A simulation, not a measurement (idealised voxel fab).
The following process module bears the name voxel self aligned contacts.
cross-section cut | 220 nm wide | cells 5 nm
How to read a cross-section here: the picture is a grid of square cells, written as bands going from the top down, and any band can span one or more rows of cells. The band entry comprises the height of the band's top followed by the height of its bottom, expressed in nm, and subsequently the band's materials from left to right, each stated together with its width in nm. Where a single material is marked with the word "full width", that material fills the band from edge to edge. The word "blank" represents empty space. Counting heights begins at 0, where everything beneath is, in the wafer as received, one material. The lowest band has no bottom; it goes on downwards, as "0 nm and below" shows. Width: "30..40" (first number = top row, second number = bottom row, same change from row to row of cells). The cross-section has no changed cell in any step marked "remains unaltered". You'll see "Closed empty spaces" listing empty spaces that have no way open to the top, as long as they're 8 cells or more; the notation is width x height at distance, where the distance is from the left edge, and all of it is in nm. Where a step's line continues beyond its settings, the continuation is a remark by the simulator itself on that step. Among the settings permitted on a step's line is "overlay nm"; applied to a step with a mask, it specifies the extent to which the mask lay to the right of its planned position, whereas a negative figure signifies a position to the left.
Steps in the process plan
step 1: RECEIVE (material Si)
step 2: CONFORMAL_DEP (material SiO2; thk nm 5)
step 3: DIRECTIONAL_DEP (material polySi; thk nm 25)
step 4: DIRECTIONAL_DEP (material SiN; thk nm 15)
step 5: PATTERN (tone cover; mask id GATE; material resist; width nm 35; pitch nm 70; thk nm 20; overlay nm 0)
step 6: DIRECTIONAL_ETCH (etch materials SiN; depth nm 15)
step 7: DIRECTIONAL_ETCH (etch materials polySi; depth nm 25)
step 8: STRIP (etch materials resist)
step 9: CONFORMAL_DEP (material SiN; thk nm 5)
step 10: DIRECTIONAL_ETCH (etch materials SiN; depth nm 5)
step 11: FILL_DEP (material SiO2; thk nm 10)
step 12: CMP (height nm 50)
step 13: DIRECTIONAL_DEP (material aC; thk nm 10)
step 14: PATTERN (tone open; mask id CONTACT; material resist; width nm 55; pitch nm 70; thk nm 30; overlay nm 0)
step 15: DIRECTIONAL_ETCH (etch materials aC; depth nm 10)
step 16: STRIP (etch materials resist)
step 17: DIRECTIONAL_ETCH (etch materials SiO2; depth nm 50)
step 18: STRIP (etch materials aC)
step 19: CONFORMAL_DEP (material TiN; thk nm 5)
step 20: FILL_DEP (material Ru; thk nm 10)
step 21: CMP (height nm 50)
step 22: CONFORMAL_DEP (material SiCN; thk nm 5)
Incoming wafer in cross-section (state: after step 1)
    0 nm and below  Si full width
    Closed empty spaces: none
Below is the wafer in cross-section after the module was completed. It began from the starting point shown above and followed the plan shown above, except that one mistake was made while running it
    55 nm to 50 nm  SiCN full width
    50 nm to 35 nm  SiO2: 15, SiN: 5, polySi: 35, SiN: 5, TiN: 5, Ru: 15, TiN: 5, SiN: 5, polySi: 35, SiN: 5, TiN: 5, Ru: 15, TiN: 5, SiN: 5, polySi: 35, SiN: 5, SiO2: 20
    35 nm to 30 nm  SiO2: 15, SiN: 5, polySi: 35, SiN: 5, TiN: 25, SiN: 5, polySi: 35, SiN: 5, TiN: 25, SiN: 5, polySi: 35, SiN: 5, SiO2: 20
    30 nm to 5 nm  polySi full width
    5 nm to 0 nm  SiO2 full width
    0 nm and below  Si full width
    Closed empty spaces: none
It is concluded that the wafer was processed incorrectly with respect to the plan, in that step 3, plan: ran twice
